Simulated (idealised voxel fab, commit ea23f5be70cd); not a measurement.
Process module name: voxel air gaps
Square cells of 5 nm make up the cross-section cut, whose width is 240 nm.
In what follows, cross-sections appear as grids of square cells, described through bands that run from the top down, where every band is one or more rows of cells.
Basically the band line says how high the top is and how high the bottom is, in nm, and then what's in it from left to right, every material with its width in nm. Empty space shows up as "air", and if a single material carries "throughout" it runs the full band edge to edge.
Heads up on the height convention: 0 is the point under which the incoming wafer is all one material, and the lowest band has no bottom, it just keeps going down, like "0 -> down".
Per-row width for "30 to 40": begins at first number (top row of band), ends at second number (bottom row), increment between rows held constant.
What does "same as before" mean for a step? It means no cell of the cross-section changed in that step.
Voids not open to the top, 8 cells minimum: see "Trapped void list". Written width x height at distance; distance is from the left edge; nm.
Post-settings text on a step line: simulator's own remark regarding the step.
overlay nm: right-of-plan distance of the mask on a masked step; negative values mean left-of-plan.
THIS SECTION LISTS THE PROCESS STEPS THAT WERE PLANNED
- 1: RECEIVE, material Si
- 2: CONFORMAL_DEP, material SiO2, thk nm 15
- 3: CONFORMAL_DEP, material SiN, thk nm 5
- 4: DIRECTIONAL_DEP, material SiO2, thk nm 35
- 5: DIRECTIONAL_DEP, material aC, thk nm 15
- 6: PATTERN, tone open, mask id LINES, material resist, width nm 20, pitch nm 45, thk nm 35, overlay nm 0
- 7: DIRECTIONAL_ETCH, etch materials aC, depth nm 15
- 8: STRIP, etch materials resist
- 9: DIRECTIONAL_ETCH, etch materials SiO2, depth nm 35
- 10: STRIP, etch materials aC
- 11: CONFORMAL_DEP, material TiN, thk nm 5
- 12: FILL_DEP, material Cu, thk nm 5
- 13: CMP, height nm 55
- 14: EPI, material Ru, thk nm 10
- 15: SELECTIVE_ETCH, etch materials SiO2, depth nm 45
- 16: CONFORMAL_DEP, material SiCN, thk nm 5
The plan shows the thk nm of step 16 as the first wafer had it; this setting differs between the wafers, which start out alike.
CUT THROUGH THE FIRST OF SEVERAL WAFERS AS RECEIVED, POST STEP 1
> 0 -> down | Si throughout
> Trapped void list: none
HERE'S THE FIRST OF SEVERAL WAFERS IN CROSS-SECTION, END OF THE MODULE, AFTER THE LAST STEP, STEP 16
> 70 -> 65 | air 25 nm, SiCN 185 nm, air 30 nm
> 65 -> 55 | air 25 nm, SiCN 5 nm, Ru 40 nm, SiCN 5 nm, Ru 40 nm, SiCN 5 nm, Ru 40 nm, SiCN 5 nm, Ru 40 nm, SiCN 5 nm, air 30 nm
> 55 -> 50 | air 25 nm, SiCN 15 nm, TiN 5 nm, Cu 10 nm, TiN 5 nm, SiCN 25 nm, TiN 5 nm, Cu 10 nm, TiN 5 nm, SiCN 25 nm, TiN 5 nm, Cu 10 nm, TiN 5 nm, SiCN 25 nm, TiN 5 nm, Cu 10 nm, TiN 5 nm, SiCN 15 nm, air 30 nm
> 50 -> 25 | air 35 nm, SiCN 5 nm, TiN 5 nm, Cu 10 nm, TiN 5 nm, SiCN 5 nm, air 15 nm, SiCN 5 nm, TiN 5 nm, Cu 10 nm, TiN 5 nm, SiCN 5 nm, air 15 nm, SiCN 5 nm, TiN 5 nm, Cu 10 nm, TiN 5 nm, SiCN 5 nm, air 15 nm, SiCN 5 nm, TiN 5 nm, Cu 10 nm, TiN 5 nm, SiCN 5 nm, air 40 nm
> 25 -> 20 | SiCN 40 nm, TiN 20 nm, SiCN 25 nm, TiN 20 nm, SiCN 25 nm, TiN 20 nm, SiCN 25 nm, TiN 20 nm, SiCN 45 nm
> 20 -> 15 | SiN throughout
> 15 -> 0 | SiO2 throughout
> 0 -> down | Si throughout
> Trapped void list: 15 x 25 at 65; 15 x 25 at 110; 15 x 25 at 155
FINAL WAFER CROSS-SECTION AT MODULE END
> 85 -> 65 | air 10 nm, SiCN 215 nm, air 15 nm
> 65 -> 55 | air 10 nm, SiCN 20 nm, Ru 40 nm, SiCN 5 nm, Ru 40 nm, SiCN 5 nm, Ru 40 nm, SiCN 5 nm, Ru 40 nm, SiCN 20 nm, air 15 nm
> 55 -> 50 | air 10 nm, SiCN 30 nm, TiN 5 nm, Cu 10 nm, TiN 5 nm, SiCN 25 nm, TiN 5 nm, Cu 10 nm, TiN 5 nm, SiCN 25 nm, TiN 5 nm, Cu 10 nm, TiN 5 nm, SiCN 25 nm, TiN 5 nm, Cu 10 nm, TiN 5 nm, SiCN 30 nm, air 15 nm
> 50 -> 40 | air 10 nm, SiCN 30 nm, TiN 5 nm, Cu 10 nm, TiN 5 nm, SiCN 5 nm, air 15 nm, SiCN 5 nm, TiN 5 nm, Cu 10 nm, TiN 5 nm, SiCN 5 nm, air 15 nm, SiCN 5 nm, TiN 5 nm, Cu 10 nm, TiN 5 nm, SiCN 5 nm, air 15 nm, SiCN 5 nm, TiN 5 nm, Cu 10 nm, TiN 5 nm, SiCN 30 nm, air 15 nm
> 40 -> 25 | SiCN 40 nm, TiN 5 nm, Cu 10 nm, TiN 5 nm, SiCN 5 nm, air 15 nm, SiCN 5 nm, TiN 5 nm, Cu 10 nm, TiN 5 nm, SiCN 5 nm, air 15 nm, SiCN 5 nm, TiN 5 nm, Cu 10 nm, TiN 5 nm, SiCN 5 nm, air 15 nm, SiCN 5 nm, TiN 5 nm, Cu 10 nm, TiN 5 nm, SiCN 45 nm
> 25 -> 20 | SiCN 40 nm, TiN 20 nm, SiCN 25 nm, TiN 20 nm, SiCN 25 nm, TiN 20 nm, SiCN 25 nm, TiN 20 nm, SiCN 45 nm
> 20 -> 15 | SiN throughout
> 15 -> 0 | SiO2 throughout
> 0 -> down | Si throughout
> Trapped void list: 15 x 25 at 65; 15 x 25 at 110; 15 x 25 at 155
EACH ROW BELOW IS A WAFER AT THE END OF THE MODULE, LISTING FOR EVERY MATERIAL THE NUMBER OF CELLS IT HAS GAINED (+) OR LOST (-) SINCE IT WAS RECEIVED, FOLLOWED BY ITS CLOSED VOIDS
thk nm 5; +48 Cu; +64 Ru; +140 SiCN; +48 SiN; +144 SiO2; +64 TiN; Trapped void list: 15 x 25 at 65; 15 x 25 at 110; 15 x 25 at 155
thk nm 10; +48 Cu; +64 Ru; +214 SiCN; +48 SiN; +144 SiO2; +64 TiN; Trapped void list: 15 x 25 at 65; 15 x 25 at 110; 15 x 25 at 155
thk nm 15; +48 Cu; +64 Ru; +288 SiCN; +48 SiN; +144 SiO2; +64 TiN; Trapped void list: 15 x 25 at 65; 15 x 25 at 110; 15 x 25 at 155
thk nm 20; +48 Cu; +64 Ru; +358 SiCN; +48 SiN; +144 SiO2; +64 TiN; Trapped void list: 15 x 25 at 65; 15 x 25 at 110; 15 x 25 at 155
